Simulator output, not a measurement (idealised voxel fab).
Process module name: voxel self aligned vias
Cross-section cut: width 245 nm, square cells of 5 nm.
For the purposes of this document, a cross-section shall be understood as a grid of square cells, specified as bands listed in top-to-bottom order, each band consisting of one or more rows of cells.
Heights first: top, then bottom, in nm. Then materials, left to right, each with a width in nm. "all across" on a single material: fills the band edge to edge. "air": empty space.
Height datum 0, below which the as-received substrate wafer is one material. Lowest band open at the bottom, running downward: "0 nm and below".
Graded width ("30 to 40"): value in top row of band = first number; value in bottom row = second number; row-to-row change constant.
"remained the same" (step): cross-section cells unchanged, all of them.
In "Enclosed void inventory" the enclosed voids are listed, meaning empty spaces of 8 cells or larger without any opening to the top. The form is width x height at distance, distance from the left edge, units nm.
Heads up: the bit after the settings on a step's line is the simulator's remark on that step.
"overlay nm" denotes, for a step that has a mask, the displacement of the mask to the right of its planned place, with negative values corresponding to the left.
The process steps that were planned are listed below:
| 1 | RECEIVE | material Si |
| 2 | CONFORMAL_DEP | material SiO2 | thk nm 10 |
| 3 | CONFORMAL_DEP | material SiCN | thk nm 5 |
| 4 | DIRECTIONAL_DEP | material SiO2 | thk nm 20 |
| 5 | DIRECTIONAL_DEP | material aC | thk nm 10 |
| 6 | PATTERN | tone open | mask id LINES | material resist | width nm 30 | pitch nm 60 | thk nm 30 | overlay nm 0 |
| 7 | DIRECTIONAL_ETCH | etch materials aC | depth nm 10 |
| 8 | STRIP | etch materials resist |
| 9 | DIRECTIONAL_ETCH | etch materials SiO2 | depth nm 20 |
| 10 | STRIP | etch materials aC |
| 11 | CONFORMAL_DEP | material TiN | thk nm 5 |
| 12 | FILL_DEP | material W | thk nm 10 |
| 13 | CMP | height nm 35 |
| 14 | SELECTIVE_ETCH | etch materials W Ru TiN | depth nm 10 |
| 15 | FILL_DEP | material SiN | thk nm 10 |
| 16 | CMP | height nm 35 |
| 17 | DIRECTIONAL_DEP | material SiO2 | thk nm 15 |
| 18 | MASKED_ETCH | tone open | mask id VIAS | width nm 40 | etch materials SiO2 | depth nm 15 | overlay nm 0 |
| 19 | MASKED_ETCH | tone open | mask id VIAS | width nm 40 | etch materials SiN | depth nm 10 | overlay nm 0 |
| 20 | CONFORMAL_DEP | material TiN | thk nm 5 |
| 21 | FILL_DEP | material W | thk nm 5 |
| 22 | CMP | height nm 50 |
| 23 | CONFORMAL_DEP | material SiN | thk nm 5 |
Cross-sectional view of the wafer in its as-received condition, corresponding to the state after step 1:
0 nm and below: Si all across
Enclosed void inventory: none
Cross-sectional image of the first of two wafers at the end of the module, the run having proceeded as planned:
55 nm to 50 nm: SiN all across
50 nm to 40 nm: SiO2 (70) | TiN (5) | W (30) | TiN (5) | SiO2 (135)
40 nm to 35 nm: SiO2 (70) | TiN (10) | W (20) | TiN (10) | SiO2 (135)
35 nm to 30 nm: SiO2 (75) | TiN (5) | W (20) | TiN (5) | SiO2 (30) | SiN (30) | SiO2 (80)
30 nm to 25 nm: SiO2 (75) | TiN (30) | SiO2 (30) | SiN (30) | SiO2 (80)
25 nm to 20 nm: SiO2 (75) | TiN (5) | W (20) | TiN (5) | SiO2 (30) | TiN (5) | W (20) | TiN (5) | SiO2 (80)
20 nm to 15 nm: SiO2 (75) | TiN (30) | SiO2 (30) | TiN (30) | SiO2 (80)
15 nm to 10 nm: SiCN all across
10 nm to 0 nm: SiO2 all across
0 nm and below: Si all across
Enclosed void inventory: none
Second of two wafers, module complete, sectioned: it shares the first wafer's start and plan but was run with one mistake:
55 nm to 50 nm: SiN all across
50 nm to 40 nm: SiO2 (70) | TiN (5) | W (30) | TiN (5) | SiO2 (135)
40 nm to 35 nm: SiO2 (70) | TiN (40) | SiO2 (135)
35 nm to 25 nm: SiN (70) | TiN (5) | SiO2 (30) | TiN (5) | SiN (25) | SiO2 (30) | SiN (80)
25 nm to 20 nm: W (70) | TiN (5) | SiO2 (30) | TiN (5) | W (20) | TiN (5) | SiO2 (30) | TiN (5) | W (75)
20 nm to 15 nm: TiN (75) | SiO2 (30) | TiN (30) | SiO2 (30) | TiN (80)
15 nm to 10 nm: SiCN all across
10 nm to 0 nm: SiO2 all across
0 nm and below: Si all across
Enclosed void inventory: none
Run error: step 6 ran as: PATTERN | tone cover | mask id LINES | material resist | width nm 30 | pitch nm 60 | thk nm 30 | overlay nm 0
Materials where the second wafer ends with more or fewer cells than the first: SiN +58 | SiO2 -100 | TiN +25 | W +17
